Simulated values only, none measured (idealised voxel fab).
Proc. module: voxel released beams
This is section cut - it's 260 nm across, gridded in 5 nm square cells.
The cross-sections in this document take the form of a grid made of square cells. They are written out as bands, in order from top to bottom. Each band consists of one or more rows of cells. Basically the band line says how high the top is and how high the bottom is, in nm, and then what's in it from left to right, every material with its width in nm. Empty space shows up as "empty", and if a single material carries "edge to edge" it runs the full band edge to edge. Heights from 0 (as-received wafer is one material below). Bottom band endless downward, as "0 -> down". Quick explanation for "30..40": the width changes in equal steps down the rows of cells, from the first number in the band's top row to the second number in its bottom row. Key: "nothing got changed" - step with no changed cell in the cross-section. "Fully closed voids" lists enclosed empty spaces (at least 8 cells, no open path upward to the top), each as width x height at distance from the left edge, in nm. What comes after the settings on a step's line is commentary from the simulator itself on that step. overlay nm, on a step with a mask: how far to the right of its planned place the mask lay; to the left if negative.

Planned step list for the process:
- 1: op RECEIVE | material Si
- 2: op CONFORMAL_DEP | material Al2O3 | thk nm 5
- 3: op DIRECTIONAL_DEP | material SiO2 | thk nm 15
- 4: op DIRECTIONAL_DEP | material aC | thk nm 10
- 5: op PATTERN | tone open | mask id ANCHOR | material resist | width nm 45 | thk nm 30 | overlay nm 0
- 6: op DIRECTIONAL_ETCH | etch materials aC | depth nm 10
- 7: op STRIP | etch materials resist
- 8: op DIRECTIONAL_ETCH | etch materials SiO2 | depth nm 15
- 9: op STRIP | etch materials aC
- 10: op CONFORMAL_DEP | material SiN | thk nm 15
- 11: op DIRECTIONAL_DEP | material aC | thk nm 10
- 12: op PATTERN | tone cover | mask id BEAM | material resist | width nm 120 | thk nm 30 | overlay nm 0
- 13: op DIRECTIONAL_ETCH | etch materials aC | depth nm 10
- 14: op STRIP | etch materials resist
- 15: op DIRECTIONAL_ETCH | etch materials SiN | depth nm 15
- 16: op STRIP | etch materials aC
- 17: op STRIP | etch materials SiO2

On the first of the two wafers: run conducted according to plan:

Shown in cross-section is the wafer as received, that is, as it stands after step 1:
  0 -> down  Si edge to edge
  Fully closed voids: none

Sectional view: wafer, after step 2:
  5 -> 0  Al2O3 edge to edge
  Everything below 0 is unchanged.

Sectional view: wafer, after step 3:
  20 -> 5  SiO2 edge to edge
  Everything below 5 is unchanged.

Sectional view: wafer, after step 4:
  30 -> 20  aC edge to edge
  Everything below 20 is unchanged.

Sectional view: wafer, after step 5:
  60 -> 30  resist 70 nm / empty 45 nm / resist 145 nm
  Everything below 30 is unchanged.

Sectional view: wafer, after step 6:
  50 -> 30  resist 70 nm / empty 45 nm / resist 145 nm
  30 -> 20  aC 70 nm / empty 45 nm / aC 145 nm
  Everything below 20 is unchanged.

Sectional view: wafer, after step 7:
  30 -> 20  aC 70 nm / empty 45 nm / aC 145 nm
  Everything below 20 is unchanged.

Sectional view: wafer, after step 8:
  30 -> 20  aC 70 nm / empty 45 nm / aC 145 nm
  20 -> 5  SiO2 70 nm / empty 45 nm / SiO2 145 nm
  Everything below 5 is unchanged.

Sectional view: wafer, after step 9:
  20 -> 5  SiO2 70 nm / empty 45 nm / SiO2 145 nm
  Everything below 5 is unchanged.

Sectional view: wafer, after step 10:
  35 -> 20  SiN 85 nm / empty 15 nm / SiN 160 nm
  20 -> 5  SiO2 70 nm / SiN 45 nm / SiO2 145 nm
  Everything below 5 is unchanged.

Sectional view: wafer, after step 11:
  45 -> 35  aC 85 nm / empty 15 nm / aC 160 nm
  35 -> 30  SiN 85 nm / empty 15 nm / SiN 160 nm
  30 -> 20  SiN 85 nm / aC 15 nm / SiN 160 nm
  Everything below 20 is unchanged.

Sectional view: wafer, after step 12:
  75 -> 45  empty 65 nm / resist 120 nm / empty 75 nm
  45 -> 35  aC 85 nm / resist 15 nm / aC 160 nm
  35 -> 30  SiN 85 nm / resist 15 nm / SiN 160 nm
  Everything below 30 is unchanged.

Sectional view: wafer, after step 13:
  65 -> 45  empty 65 nm / resist 120 nm / empty 75 nm
  45 -> 35  empty 65 nm / aC 20 nm / resist 15 nm / aC 85 nm / empty 75 nm
  Everything below 35 is unchanged.

Sectional view: wafer, after step 14:
  45 -> 35  empty 65 nm / aC 20 nm / empty 15 nm / aC 85 nm / empty 75 nm
  35 -> 30  SiN 85 nm / empty 15 nm / SiN 160 nm
  Everything below 30 is unchanged.

Sectional view: wafer, after step 15:
  45 -> 35  empty 65 nm / aC 20 nm / empty 15 nm / aC 85 nm / empty 75 nm
  35 -> 30  empty 65 nm / SiN 20 nm / empty 15 nm / SiN 85 nm / empty 75 nm
  30 -> 20  empty 65 nm / SiN 20 nm / aC 15 nm / SiN 85 nm / empty 75 nm
  Everything below 20 is unchanged.

Sectional view: wafer, after step 16:
  35 -> 20  empty 65 nm / SiN 20 nm / empty 15 nm / SiN 85 nm / empty 75 nm
  Everything below 20 is unchanged.

Sectional view: wafer, after step 17:
  35 -> 20  empty 65 nm / SiN 20 nm / empty 15 nm / SiN 85 nm / empty 75 nm
  20 -> 5  empty 70 nm / SiN 45 nm / empty 145 nm
  Everything below 5 is unchanged.

Second wafer, same starting state and plan as the first, one mistake in the run, identical through step 1:

Cross-section: second wafer, time at which step 2 was scheduled to end:
  15 -> 0  Al2O3 edge to edge
  Everything below 0 is unchanged.

Cross-section: second wafer, time at which step 3 was scheduled to end:
  30 -> 15  SiO2 edge to edge
  Everything below 15 is unchanged.

Cross-section: second wafer, time at which step 4 was scheduled to end:
  40 -> 30  aC edge to edge
  Everything below 30 is unchanged.

Cross-section: second wafer, time at which step 5 was scheduled to end:
  70 -> 40  resist 70 nm / empty 45 nm / resist 145 nm
  Everything below 40 is unchanged.

Cross-section: second wafer, time at which step 6 was scheduled to end:
  60 -> 40  resist 70 nm / empty 45 nm / resist 145 nm
  40 -> 30  aC 70 nm / empty 45 nm / aC 145 nm
  Everything below 30 is unchanged.

Cross-section: second wafer, time at which step 7 was scheduled to end:
  40 -> 30  aC 70 nm / empty 45 nm / aC 145 nm
  Everything below 30 is unchanged.

Cross-section: second wafer, time at which step 8 was scheduled to end:
  40 -> 30  aC 70 nm / empty 45 nm / aC 145 nm
  30 -> 15  SiO2 70 nm / empty 45 nm / SiO2 145 nm
  Everything below 15 is unchanged.

Cross-section: second wafer, time at which step 9 was scheduled to end:
  30 -> 15  SiO2 70 nm / empty 45 nm / SiO2 145 nm
  Everything below 15 is unchanged.

Cross-section: second wafer, time at which step 10 was scheduled to end:
  45 -> 30  SiN 85 nm / empty 15 nm / SiN 160 nm
  30 -> 15  SiO2 70 nm / SiN 45 nm / SiO2 145 nm
  Everything below 15 is unchanged.

Cross-section: second wafer, time at which step 11 was scheduled to end:
  55 -> 45  aC 85 nm / empty 15 nm / aC 160 nm
  45 -> 40  SiN 85 nm / empty 15 nm / SiN 160 nm
  40 -> 30  SiN 85 nm / aC 15 nm / SiN 160 nm
  Everything below 30 is unchanged.

Cross-section: second wafer, time at which step 12 was scheduled to end:
  85 -> 55  empty 65 nm / resist 120 nm / empty 75 nm
  55 -> 45  aC 85 nm / resist 15 nm / aC 160 nm
  45 -> 40  SiN 85 nm / resist 15 nm / SiN 160 nm
  Everything below 40 is unchanged.

Cross-section: second wafer, time at which step 13 was scheduled to end:
  75 -> 55  empty 65 nm / resist 120 nm / empty 75 nm
  55 -> 45  empty 65 nm / aC 20 nm / resist 15 nm / aC 85 nm / empty 75 nm
  Everything below 45 is unchanged.

Cross-section: second wafer, time at which step 14 was scheduled to end:
  55 -> 45  empty 65 nm / aC 20 nm / empty 15 nm / aC 85 nm / empty 75 nm
  45 -> 40  SiN 85 nm / empty 15 nm / SiN 160 nm
  Everything below 40 is unchanged.

Cross-section: second wafer, time at which step 15 was scheduled to end:
  55 -> 45  empty 65 nm / aC 20 nm / empty 15 nm / aC 85 nm / empty 75 nm
  45 -> 40  empty 65 nm / SiN 20 nm / empty 15 nm / SiN 85 nm / empty 75 nm
  40 -> 30  empty 65 nm / SiN 20 nm / aC 15 nm / SiN 85 nm / empty 75 nm
  Everything below 30 is unchanged.

Cross-section: second wafer, time at which step 16 was scheduled to end:
  45 -> 30  empty 65 nm / SiN 20 nm / empty 15 nm / SiN 85 nm / empty 75 nm
  Everything below 30 is unchanged.

Cross-section: second wafer, time at which step 17 was scheduled to end:
  45 -> 30  empty 65 nm / SiN 20 nm / empty 15 nm / SiN 85 nm / empty 75 nm
  30 -> 15  empty 70 nm / SiN 45 nm / empty 145 nm
  Everything below 15 is unchanged.
Which mistake was made when the wafer was run? contrary to plan, step 2 was performed as op CONFORMAL_DEP | material Al2O3 | thk nm 15
Wafer comparison, final, in cells, second relative to first, materials more or fewer: +104 Al2O3
